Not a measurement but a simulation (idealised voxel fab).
process module | voxel ribs on slabs
cross-section cut | 270 nm wide | cells 5 nm
A cross-section is a grid of square cells, given in bands from the top down. A band is one or more rows of cells.
Each band's line starts with the height of the band's top and of its bottom, in nm. Then come its materials from left to right, each with its width in nm. One material with "throughout" fills the band from edge to edge. "air" is empty space.
Height 0 is the level under which the wafer as received is all one material. The lowest band goes on downwards, as in "0 down".
A width such as "30 to 40" changes by the same amount from each row of cells to the next, from the band's top row to its bottom row.
"no change" after a step means that no cell of the cross-section changed.
closed voids: empty space of 8 cells or more with no open way to the top, each as width x height at its distance from the left edge, in nm
after a step's settings: what the simulator itself notes on the step
overlay nm, on a step with a mask: how far to the right of its planned place the mask lay; to the left if negative
plan
1 op RECEIVE | material Si
2 op DIRECTIONAL_DEP | material SiO2 | thk nm 30
3 op DIRECTIONAL_DEP | material polySi | thk nm 15
4 op MASKED_ETCH | tone cover | mask id RIB | width nm 15 | etch materials polySi | depth nm 10 | overlay nm 0
5 op PATTERN | tone cover | mask id SLAB | material resist | width nm 65 | thk nm 15 | overlay nm 0
6 op DIRECTIONAL_ETCH | etch materials polySi | depth nm 5
7 op STRIP | etch materials resist
8 op FILL_DEP | material SiO2 | thk nm 25
9 op CMP | height nm 65
10 op DIRECTIONAL_DEP | material W | thk nm 10
11 op MASKED_ETCH | tone cover | mask id HEATER | width nm 25 | etch materials W | depth nm 10 | overlay nm 0
12 op CONFORMAL_DEP | material SiO2 | thk nm 10
as received, after step 1
  0 down: Si throughout
  closed voids: none
a wafer at the end: this start, this plan, one mistake
  85 to 80: air 110 | SiO2 45 | air 115
  80 to 75: SiO2 throughout
  75 to 70: SiO2 120 | W 25 | SiO2 125
  70 to 65: W throughout
  65 to 45: SiO2 throughout
  45 to 35: SiO2 125 | polySi 15 | SiO2 130
  35 to 30: SiO2 100 | polySi 65 | SiO2 105
  30 to 0: SiO2 throughout
  0 down: Si throughout
  closed voids: none
what went wrong: step 11 ran as: op MASKED_ETCH | tone cover | mask id HEATER | width nm 25 | etch materials W | depth nm 5 | overlay nm 0
